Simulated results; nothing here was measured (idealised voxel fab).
The following is a process module called voxel transistor to metal.
Displayed cross-section: cut, width of 145 nm, square cells sized 5 nm.
Heads up, the way a cross-section reads in here is a grid of square cells, handed over as bands from the top down, with every band being one or more rows of cells.
Each band's line starts with the height of the band's top and of its bottom, in nm. Then come its materials from left to right, each with its width in nm. One material with "full width" fills the band from edge to edge. "blank" is empty space.
Heights are reckoned from 0. Under this level, the received wafer is all of one material. The bottommost band is open-ended downward, for example "0..down".
The notation "30..40" denotes a width that varies across the rows of cells in the band, beginning at the first number in the top row, finishing at the second number in the bottom row, and changing by an identical amount from each row to the next.
Key: "remained unchanged" - step with no changed cell in the cross-section.
If an empty space has no open way to the top and is at least 8 cells in size, "Sealed void list" lists it, written width x height at distance, where distance is measured from the left edge and every value is in nm.
Text after the settings on a step's line: the simulator's own remark on that step.
overlay nm: where the mask lay relative to plan, measured to the right, on steps with a mask; negatives go left.

-- So here's the lineup of process steps we planned
1,RECEIVE | material Si
2,CONFORMAL_DEP | material SiO2 | thk nm 5
3,CONFORMAL_DEP | material SiN | thk nm 15
4,DIRECTIONAL_DEP | material aC | thk nm 10
5,PATTERN | tone cover | mask id ACTIVE | material resist | width nm 100 | thk nm 25 | overlay nm 0
6,DIRECTIONAL_ETCH | etch materials aC | depth nm 10
7,STRIP | etch materials resist
8,DIRECTIONAL_ETCH | etch materials SiN | depth nm 15
9,DIRECTIONAL_ETCH | etch materials SiO2 | depth nm 5
10,DIRECTIONAL_ETCH | etch materials Si | depth nm 20
11,STRIP | etch materials aC
12,FILL_DEP | material SiO2 | thk nm 15
13,CMP | height nm 20
14,SELECTIVE_ETCH | etch materials SiO2 | depth nm 15
15,STRIP | etch materials SiN
16,SELECTIVE_ETCH | etch materials SiO2 | depth nm 5
17,OXIDIZE | depth nm 5
18,DIRECTIONAL_DEP | material polySi | thk nm 25
19,DIRECTIONAL_DEP | material SiCN | thk nm 10
20,MASKED_ETCH | tone cover | mask id GATE | width nm 20 | etch materials SiCN | depth nm 20 | overlay nm 0
21,MASKED_ETCH | tone cover | mask id GATE | width nm 20 | etch materials polySi | depth nm 35 | overlay nm 0
22,CONFORMAL_DEP | material SiO2 | thk nm 5
23,DIRECTIONAL_ETCH | etch materials SiO2 | depth nm 5
24,CONFORMAL_DEP | material SiN | thk nm 10
25,DIRECTIONAL_ETCH | etch materials SiN | depth nm 10
26,DIRECTIONAL_ETCH | etch materials SiO2 | depth nm 5
27,DIRECTIONAL_ETCH | etch materials Si | depth nm 5
28,EPI | material pSi | thk nm 10
29,FILL_DEP | material SiO2 | thk nm 10
30,CMP | height nm 35
31,DIRECTIONAL_DEP | material SiO2 | thk nm 15
32,MASKED_ETCH | tone open | mask id CONTACT | width nm 20 | pitch nm 70 | etch materials SiO2 | depth nm 50 | overlay nm 0
33,CONFORMAL_DEP | material TiN | thk nm 5
34,FILL_DEP | material W | thk nm 10
35,CMP | height nm 50
36,CONFORMAL_DEP | material SiN | thk nm 5
37,DIRECTIONAL_DEP | material lowk | thk nm 15
38,MASKED_ETCH | tone open | mask id METAL_1 | width nm 20 | pitch nm 70 | etch materials lowk | depth nm 15 | overlay nm 0
39,MASKED_ETCH | tone open | mask id METAL_1 | width nm 20 | pitch nm 70 | etch materials SiN | depth nm 5 | overlay nm 0
40,CONFORMAL_DEP | material TiN | thk nm 5
41,FILL_DEP | material Cu | thk nm 10
42,CMP | height nm 70
43,CONFORMAL_DEP | material SiCN | thk nm 5
44,DIRECTIONAL_DEP | material lowk | thk nm 30
45,DIRECTIONAL_DEP | material aC | thk nm 10
46,PATTERN | tone open | mask id METAL_2 | material resist | width nm 20 | pitch nm 70 | thk nm 30 | overlay nm 0
47,DIRECTIONAL_ETCH | etch materials aC | depth nm 10
48,STRIP | etch materials resist
49,DIRECTIONAL_ETCH | etch materials lowk | depth nm 15
50,STRIP | etch materials aC
51,DIRECTIONAL_DEP | material aC | thk nm 10
52,PATTERN | tone open | mask id METAL_2_HOLES | material resist | width nm 15 | pitch nm 70 | thk nm 30 | overlay nm 0
53,DIRECTIONAL_ETCH | etch materials aC | depth nm 10
54,STRIP | etch materials resist
55,DIRECTIONAL_ETCH | etch materials lowk | depth nm 15
56,DIRECTIONAL_ETCH | etch materials SiCN | depth nm 5
57,STRIP | etch materials aC
58,CONFORMAL_DEP | material TiN | thk nm 5
59,FILL_DEP | material Ru | thk nm 10
60,CMP | height nm 105
61,CONFORMAL_DEP | material SiCN | thk nm 5

-- as received, after step 1
- 0..down  Si full width
- Sealed void list: none

-- Run as planned - first of the two wafers cross-sectioned at the end of the module
- 110..105  SiCN full width
- 105..95  25 of lowk; 5 of TiN; 10 of Ru; 5 of TiN; 50 of lowk; 5 of TiN; 10 of Ru; 5 of TiN; 30 of lowk
- 95..90  25 of lowk; 5 of TiN; 5 of Ru; 10 of TiN; 50 of lowk; 5 of TiN; 5 of Ru; 10 of TiN; 30 of lowk
- 90..75  25 of lowk; 5 of TiN; 5 of Ru; 5 of TiN; 55 of lowk; 5 of TiN; 5 of Ru; 5 of TiN; 35 of lowk
- 75..70  25 of SiCN; 15 of TiN; 55 of SiCN; 15 of TiN; 35 of SiCN
- 70..55  25 of lowk; 5 of TiN; 10 of Cu; 5 of TiN; 50 of lowk; 5 of TiN; 10 of Cu; 5 of TiN; 30 of lowk
- 55..50  25 of SiN; 20 of TiN; 50 of SiN; 20 of TiN; 30 of SiN
- 50..35  25 of SiO2; 5 of TiN; 10 of W; 5 of TiN; 50 of SiO2; 5 of TiN; 10 of W; 5 of TiN; 30 of SiO2
- 35..25  25 of SiO2; 5 of TiN; 10 of W; 5 of TiN; 10 of SiN; 5 of SiO2; 20 of SiCN; 5 of SiO2; 10 of SiN; 5 of TiN; 10 of W; 5 of TiN; 30 of SiO2
- 25..10  25 of SiO2; 5 of TiN; 10 of W; 5 of TiN; 10 of SiN; 5 of SiO2; 20 of polySi; 5 of SiO2; 10 of SiN; 5 of TiN; 10 of W; 5 of TiN; 30 of SiO2
- 10..5  25 of SiO2; 20 of TiN; 10 of SiN; 5 of SiO2; 20 of polySi; 5 of SiO2; 10 of SiN; 20 of TiN; 30 of SiO2
- 5..0  25 of SiO2; 10 of TiN; 10 of pSi; 10 of SiN; 5 of SiO2; 20 of polySi; 5 of SiO2; 10 of SiN; 10 of pSi; 10 of TiN; 30 of SiO2
- 0..-5  15 of SiO2; 30 of pSi; 50 of SiO2; 30 of pSi; 20 of SiO2
- -5..-10  20 of SiO2; 25 of pSi; 50 of Si; 25 of pSi; 25 of SiO2
- -10..-20  20 of SiO2; 100 of Si; 25 of SiO2
- -20..down  Si full width
- Sealed void list: none

-- Second wafer through the module, sectioned at the end: same beginning and same plan as the first wafer, with one mistake in carrying it out
- 110..105  SiCN full width
- 105..95  25 of lowk; 5 of TiN; 10 of Ru; 5 of TiN; 50 of lowk; 5 of TiN; 10 of Ru; 5 of TiN; 30 of lowk
- 95..90  25 of lowk; 5 of TiN; 5 of Ru; 10 of TiN; 50 of lowk; 5 of TiN; 5 of Ru; 10 of TiN; 30 of lowk
- 90..75  25 of lowk; 5 of TiN; 5 of Ru; 5 of TiN; 55 of lowk; 5 of TiN; 5 of Ru; 5 of TiN; 35 of lowk
- 75..70  25 of SiCN; 15 of TiN; 55 of SiCN; 15 of TiN; 35 of SiCN
- 70..55  25 of lowk; 5 of TiN; 10 of Cu; 5 of TiN; 50 of lowk; 5 of TiN; 10 of Cu; 5 of TiN; 30 of lowk
- 55..50  25 of SiN; 20 of TiN; 50 of SiN; 20 of TiN; 30 of SiN
- 50..45  30 of TiN; 10 of W; 60 of TiN; 10 of W; 35 of TiN
- 45..30  25 of SiO2; 5 of TiN; 10 of W; 5 of TiN; 50 of SiO2; 5 of TiN; 10 of W; 5 of TiN; 30 of SiO2
- 30..25  25 of SiO2; 5 of TiN; 10 of W; 5 of TiN; 10 of SiN; 5 of SiO2; 20 of SiCN; 5 of SiO2; 10 of SiN; 5 of TiN; 10 of W; 5 of TiN; 30 of SiO2
- 25..10  25 of SiO2; 5 of TiN; 10 of W; 5 of TiN; 10 of SiN; 5 of SiO2; 20 of polySi; 5 of SiO2; 10 of SiN; 5 of TiN; 10 of W; 5 of TiN; 30 of SiO2
- 10..5  25 of SiO2; 20 of TiN; 10 of SiN; 5 of SiO2; 20 of polySi; 5 of SiO2; 10 of SiN; 20 of TiN; 30 of SiO2
- 5..0  25 of SiO2; 10 of TiN; 10 of pSi; 10 of SiN; 5 of SiO2; 20 of polySi; 5 of SiO2; 10 of SiN; 10 of pSi; 10 of TiN; 30 of SiO2
- 0..-5  15 of SiO2; 30 of pSi; 50 of SiO2; 30 of pSi; 20 of SiO2
- -5..-10  20 of SiO2; 25 of pSi; 50 of Si; 25 of pSi; 25 of SiO2
- -10..-20  20 of SiO2; 100 of Si; 25 of SiO2
- -20..down  Si full width
- Sealed void list: none
Here's what went sideways: for step 30, the planned setting was not used; the step was instead run as CMP | height nm 30
In the final state, the cell counts of the second wafer exceed or fall short of those of the first for the following materials: 4 fewer of SiCN; 4 fewer of SiN; 13 fewer of SiO2; 21 more of TiN
